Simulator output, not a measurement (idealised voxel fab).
The name of this process module is voxel plated lines.
Section shown: cut. Width: 230 nm. Cell size: 5 nm, square.
Cross-section, as written here: a square-cell grid given band by band from the top down, where a band holds one or more rows of cells.
Look at the band entry: it leads with the top's height and the bottom's height in nm. Then it lists the materials left to right, with a width in nm for each. The word "full width" on a single material says that material fills the band edge to edge. The word "blank" is empty space.
We count height from 0. Below that, the starting wafer is all one material. The lowest band never ends at the bottom but goes on down; see "0 down" for how that is written.
Graded width ("30->40"): value in top row of band = first number; value in bottom row = second number; row-to-row change constant.
You'll sometimes find "nothing got changed" written for a step, and that's the way of saying that nowhere in the cross-section did a cell change during that step.
If an empty space has no open way to the top and is at least 8 cells in size, "Sealed void inventory" lists it, written width x height at distance, where distance is measured from the left edge and every value is in nm.
Whatever follows a step's settings on its line is a remark the simulator itself makes about that step.
The setting "overlay nm" may be written on the line of a step. When the step uses a mask, the value reports how far to the right of the planned place the mask lay, and a negative value reports that it lay to the left.

-- Here's what the planned process steps look like
1 RECEIVE, material Si
2 CONFORMAL_DEP, material Al2O3, thk nm 5
3 DIRECTIONAL_DEP, material TiN, thk nm 5
4 PATTERN, tone open, mask id LINES, material resist, width nm 20, pitch nm 45, thk nm 35, overlay nm 0
5 EPI, material Ru, thk nm 10
6 EPI, material Ru, thk nm 5
7 EPI, material Ru, thk nm 5
8 STRIP, etch materials resist
9 DIRECTIONAL_ETCH, etch materials TiN, depth nm 5
10 CONFORMAL_DEP, material SiO2, thk nm 5

-- The first of the two wafers, which ran as planned

-- So this is the incoming wafer in cross-section - it's already been through step 1
0 down: Si full width
Sealed void inventory: none

-- Cross-section of the wafer subsequent to step 2
5 to 0: Al2O3 full width
Below 0, no change.

-- Cross-section of the wafer subsequent to step 3
10 to 5: TiN full width
Below 5, no change.

-- Cross-section of the wafer subsequent to step 4
45 to 10: resist (35), blank (20), resist (25), blank (20), resist (25), blank (20), resist (25), blank (20), resist (40)
Below 10, no change.

-- Cross-section of the wafer subsequent to step 5
45 to 20: resist (35), blank (20), resist (25), blank (20), resist (25), blank (20), resist (25), blank (20), resist (40)
20 to 10: resist (35), Ru (20), resist (25), Ru (20), resist (25), Ru (20), resist (25), Ru (20), resist (40)
Below 10, no change.

-- Cross-section of the wafer subsequent to step 6
45 to 25: resist (35), blank (20), resist (25), blank (20), resist (25), blank (20), resist (25), blank (20), resist (40)
25 to 10: resist (35), Ru (20), resist (25), Ru (20), resist (25), Ru (20), resist (25), Ru (20), resist (40)
Below 10, no change.

-- Cross-section of the wafer subsequent to step 7
45 to 30: resist (35), blank (20), resist (25), blank (20), resist (25), blank (20), resist (25), blank (20), resist (40)
30 to 10: resist (35), Ru (20), resist (25), Ru (20), resist (25), Ru (20), resist (25), Ru (20), resist (40)
Below 10, no change.

-- Cross-section of the wafer subsequent to step 8
30 to 10: blank (35), Ru (20), blank (25), Ru (20), blank (25), Ru (20), blank (25), Ru (20), blank (40)
Below 10, no change.

-- Cross-section of the wafer subsequent to step 9
30 to 10: blank (35), Ru (20), blank (25), Ru (20), blank (25), Ru (20), blank (25), Ru (20), blank (40)
10 to 5: blank (35), TiN (20), blank (25), TiN (20), blank (25), TiN (20), blank (25), TiN (20), blank (40)
Below 5, no change.

-- Cross-section of the wafer subsequent to step 10
35 to 30: blank (30), SiO2 (30), blank (15), SiO2 (30), blank (15), SiO2 (30), blank (15), SiO2 (30), blank (35)
30 to 10: blank (30), SiO2 (5), Ru (20), SiO2 (5), blank (15), SiO2 (5), Ru (20), SiO2 (5), blank (15), SiO2 (5), Ru (20), SiO2 (5), blank (15), SiO2 (5), Ru (20), SiO2 (5), blank (35)
10 to 5: SiO2 (35), TiN (20), SiO2 (25), TiN (20), SiO2 (25), TiN (20), SiO2 (25), TiN (20), SiO2 (40)
Below 5, no change.

-- The remaining wafer, second of the two, started like the first and was run to the same plan, except that one mistake was made along the way; the two coincide through step 4, inclusive

-- Cross-section: second wafer, time at which step 5 was scheduled to end
45 to 30: resist (35), blank (20), resist (25), blank (20), resist (25), blank (20), resist (25), blank (20), resist (40)
30 to 10: resist (35), Ru (20), resist (25), Ru (20), resist (25), Ru (20), resist (25), Ru (20), resist (40)
Below 10, no change.

-- Cross-section: second wafer, time at which step 6 was scheduled to end
45 to 35: resist (35), blank (20), resist (25), blank (20), resist (25), blank (20), resist (25), blank (20), resist (40)
35 to 10: resist (35), Ru (20), resist (25), Ru (20), resist (25), Ru (20), resist (25), Ru (20), resist (40)
Below 10, no change.

-- Cross-section: second wafer, time at which step 7 was scheduled to end
45 to 40: resist (35), blank (20), resist (25), blank (20), resist (25), blank (20), resist (25), blank (20), resist (40)
40 to 10: resist (35), Ru (20), resist (25), Ru (20), resist (25), Ru (20), resist (25), Ru (20), resist (40)
Below 10, no change.

-- Cross-section: second wafer, time at which step 8 was scheduled to end
40 to 10: blank (35), Ru (20), blank (25), Ru (20), blank (25), Ru (20), blank (25), Ru (20), blank (40)
Below 10, no change.

-- Cross-section: second wafer, time at which step 9 was scheduled to end
40 to 10: blank (35), Ru (20), blank (25), Ru (20), blank (25), Ru (20), blank (25), Ru (20), blank (40)
10 to 5: blank (35), TiN (20), blank (25), TiN (20), blank (25), TiN (20), blank (25), TiN (20), blank (40)
Below 5, no change.

-- Cross-section: second wafer, time at which step 10 was scheduled to end
45 to 40: blank (30), SiO2 (30), blank (15), SiO2 (30), blank (15), SiO2 (30), blank (15), SiO2 (30), blank (35)
40 to 10: blank (30), SiO2 (5), Ru (20), SiO2 (5), blank (15), SiO2 (5), Ru (20), SiO2 (5), blank (15), SiO2 (5), Ru (20), SiO2 (5), blank (15), SiO2 (5), Ru (20), SiO2 (5), blank (35)
10 to 5: SiO2 (35), TiN (20), SiO2 (25), TiN (20), SiO2 (25), TiN (20), SiO2 (25), TiN (20), SiO2 (40)
Below 5, no change.
Diagnosis: heads up, step 5 of the plan got done twice
at the end the second wafer has, in cells: 32 more of Ru | 16 more of SiO2
